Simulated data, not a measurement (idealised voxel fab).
This is a process module. Its name is voxel released beams.
Square cells of 5 nm make up the cross-section cut, whose width is 295 nm.
Think of the cross-section as a grid of square cells. We describe it in bands, top to bottom, and each band covers one or more rows of those cells. First you get the band's top height and its bottom height, in nm, and then the materials it's made of, left to right, with each width in nm. If you see a single material with "everywhere", that one covers the band edge to edge. "air" is empty space. Heights are expressed relative to 0, this being the level below which the as-received wafer comprises one material exclusively. The lowest band is unbounded in the downward direction and is denoted as in "0..down". Width spec "30->40" -> top row of cells at first value, bottom row at second value, equal per-row change in between. The cross-section has no changed cell in any step marked "no alteration". Reported under the label "Trapped void list" are the empty spaces having no open way to the top and comprising 8 cells or more; the notation for each is width x height at distance, in which the distance is measured from the left edge and all three values are in nm. On a step's line, text after the settings is the simulator commenting on that step. overlay nm: where the mask lay relative to plan, measured to the right, on steps with a mask; negatives go left.

The process steps that were planned are listed below:
1) RECEIVE (material Si)
2) CONFORMAL_DEP (material SiN; thk nm 5)
3) DIRECTIONAL_DEP (material SiO2; thk nm 10)
4) PATTERN (tone open; mask id ANCHOR; material resist; width nm 40; thk nm 20; overlay nm 0)
5) DIRECTIONAL_ETCH (etch materials SiO2; depth nm 10)
6) STRIP (etch materials resist)
7) CONFORMAL_DEP (material TiN; thk nm 15)
8) DIRECTIONAL_DEP (material aC; thk nm 10)
9) PATTERN (tone cover; mask id BEAM; material resist; width nm 120; thk nm 25; overlay nm 0)
10) DIRECTIONAL_ETCH (etch materials aC; depth nm 10)
11) STRIP (etch materials resist)
12) DIRECTIONAL_ETCH (etch materials TiN; depth nm 15)
13) STRIP (etch materials aC)
14) STRIP (etch materials SiO2)

On the first of the two wafers: run conducted according to plan:

Delivered wafer in cross-section: state after step 1:
    0..down  Si everywhere
    Trapped void list: none

Upon completion of step 2, the wafer appears in cross-section as shown:
    5..0  SiN everywhere
    below 0: unchanged

Upon completion of step 3, the wafer appears in cross-section as shown:
    15..5  SiO2 everywhere
    below 5: unchanged

Upon completion of step 4, the wafer appears in cross-section as shown:
    35..15  resist=90  air=40  resist=165
    below 15: unchanged

Upon completion of step 5, the wafer appears in cross-section as shown:
    35..15  resist=90  air=40  resist=165
    15..5  SiO2=90  air=40  SiO2=165
    below 5: unchanged

Upon completion of step 6, the wafer appears in cross-section as shown:
    15..5  SiO2=90  air=40  SiO2=165
    below 5: unchanged

Upon completion of step 7, the wafer appears in cross-section as shown:
    30..20  TiN=105  air=10  TiN=180
    20..15  TiN everywhere
    15..5  SiO2=90  TiN=40  SiO2=165
    below 5: unchanged

Upon completion of step 8, the wafer appears in cross-section as shown:
    40..30  aC=105  air=10  aC=180
    30..20  TiN=105  aC=10  TiN=180
    below 20: unchanged

Upon completion of step 9, the wafer appears in cross-section as shown:
    65..40  air=85  resist=120  air=90
    40..30  aC=105  resist=10  aC=180
    below 30: unchanged

Upon completion of step 10, the wafer appears in cross-section as shown:
    55..40  air=85  resist=120  air=90
    40..30  air=85  aC=20  resist=10  aC=90  air=90
    below 30: unchanged

Upon completion of step 11, the wafer appears in cross-section as shown:
    40..30  air=85  aC=20  air=10  aC=90  air=90
    below 30: unchanged

Upon completion of step 12, the wafer appears in cross-section as shown:
    40..30  air=85  aC=20  air=10  aC=90  air=90
    30..20  air=85  TiN=20  aC=10  TiN=90  air=90
    20..15  air=85  TiN=120  air=90
    below 15: unchanged

Upon completion of step 13, the wafer appears in cross-section as shown:
    30..20  air=85  TiN=20  air=10  TiN=90  air=90
    below 20: unchanged

Upon completion of step 14, the wafer appears in cross-section as shown:
    30..20  air=85  TiN=20  air=10  TiN=90  air=90
    20..15  air=85  TiN=120  air=90
    15..5  air=90  TiN=40  air=165
    below 5: unchanged

Regarding the second of the two wafers: it shared the first wafer's starting condition and process plan, yet one error occurred during its execution. Its history coincides with that of the first wafer up to and including step 6:

Here is the second wafer in cross-section at the point where step 7 of the plan should have been done:
    45..15  TiN everywhere
    15..5  SiO2=90  TiN=40  SiO2=165
    below 5: unchanged

Here is the second wafer in cross-section at the point where step 8 of the plan should have been done:
    55..45  aC everywhere
    below 45: unchanged

Here is the second wafer in cross-section at the point where step 9 of the plan should have been done:
    80..55  air=85  resist=120  air=90
    below 55: unchanged

Here is the second wafer in cross-section at the point where step 10 of the plan should have been done:
    70..55  air=85  resist=120  air=90
    55..45  air=85  aC=120  air=90
    below 45: unchanged

Here is the second wafer in cross-section at the point where step 11 of the plan should have been done:
    55..45  air=85  aC=120  air=90
    below 45: unchanged

Here is the second wafer in cross-section at the point where step 12 of the plan should have been done:
    55..45  air=85  aC=120  air=90
    45..30  air=85  TiN=120  air=90
    below 30: unchanged

Here is the second wafer in cross-section at the point where step 13 of the plan should have been done:
    45..30  air=85  TiN=120  air=90
    below 30: unchanged

Here is the second wafer in cross-section at the point where step 14 of the plan should have been done: no alteration
Deviation from plan: regarding the plan, step 7 was run twice
End of process, cell counts, second wafer against first, materials with more or fewer: SiO2: 102 more; TiN: 181 more
